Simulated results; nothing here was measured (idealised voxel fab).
The name of this process module is voxel local oxidation.
Each square cell in cross-section cut measures 5 nm, and the section as a whole is 270 nm wide.
Each cross-section below is a grid of square cells, stated as bands in top-down order, with one or more rows of cells making up each band. For a band, the entry starts with two heights in nm, that of the top and then that of the bottom, and carries on with the band's materials in order from left to right, each alongside its width in nm; the word "all across" beside a single material means it fills the band edge to edge, and "empty" means empty space. It should be noted that heights are counted from 0, beneath which the wafer as supplied is of one material throughout, and that the lowest band possesses no lower boundary but continues downward, as written in "from 0 down". Top row gets the first number, bottom row gets the second, and each row in between changes by the same step: that is how a band width like "30..40" works. Given "left unchanged" for a step, no cell of the cross-section differs between before and after that step. "Sealed void inventory" means: voids of 8 cells or more that are shut off from the top with no open way through. Written width x height at distance, distance from the left edge, in nm. If you see something after the settings on a step's line, that's the simulator's own remark about that step. overlay nm: for a step with a mask, the amount by which the mask lay right of where it was planned; a negative amount means left of it.
[Process steps (planned)]
1. RECEIVE | material Si
2. CONFORMAL_DEP | material SiO2 | thk nm 5
3. CONFORMAL_DEP | material SiN | thk nm 15
4. PATTERN | tone cover | mask id ACTIVE | material resist | width nm 100 | thk nm 20 | overlay nm 0
5. DIRECTIONAL_ETCH | etch materials SiN | depth nm 15
6. STRIP | etch materials resist
7. SELECTIVE_ETCH | etch materials SiO2 | depth nm 5
8. OXIDIZE | depth nm 10
9. STRIP | etch materials SiN
For this document, wafers share an identical start and vary in the step 2 thk nm; the plan quotes the first wafer's value.
[So this is the first of several wafers, cross-sectioned as it came to us, meaning it's at the end of step 1]
- from 0 down = Si all across
- Sealed void inventory: none
[Per wafer (row), end of module: delta in cells per material since receipt, (+) for gained, (-) for lost; closed voids after that]
thk nm 5, -80 Si, +98 SiO2, Sealed void inventory: none
thk nm 10, +72 SiO2, Sealed void inventory: none
thk nm 15, +126 SiO2, Sealed void inventory: none
thk nm 20, +180 SiO2, Sealed void inventory: none
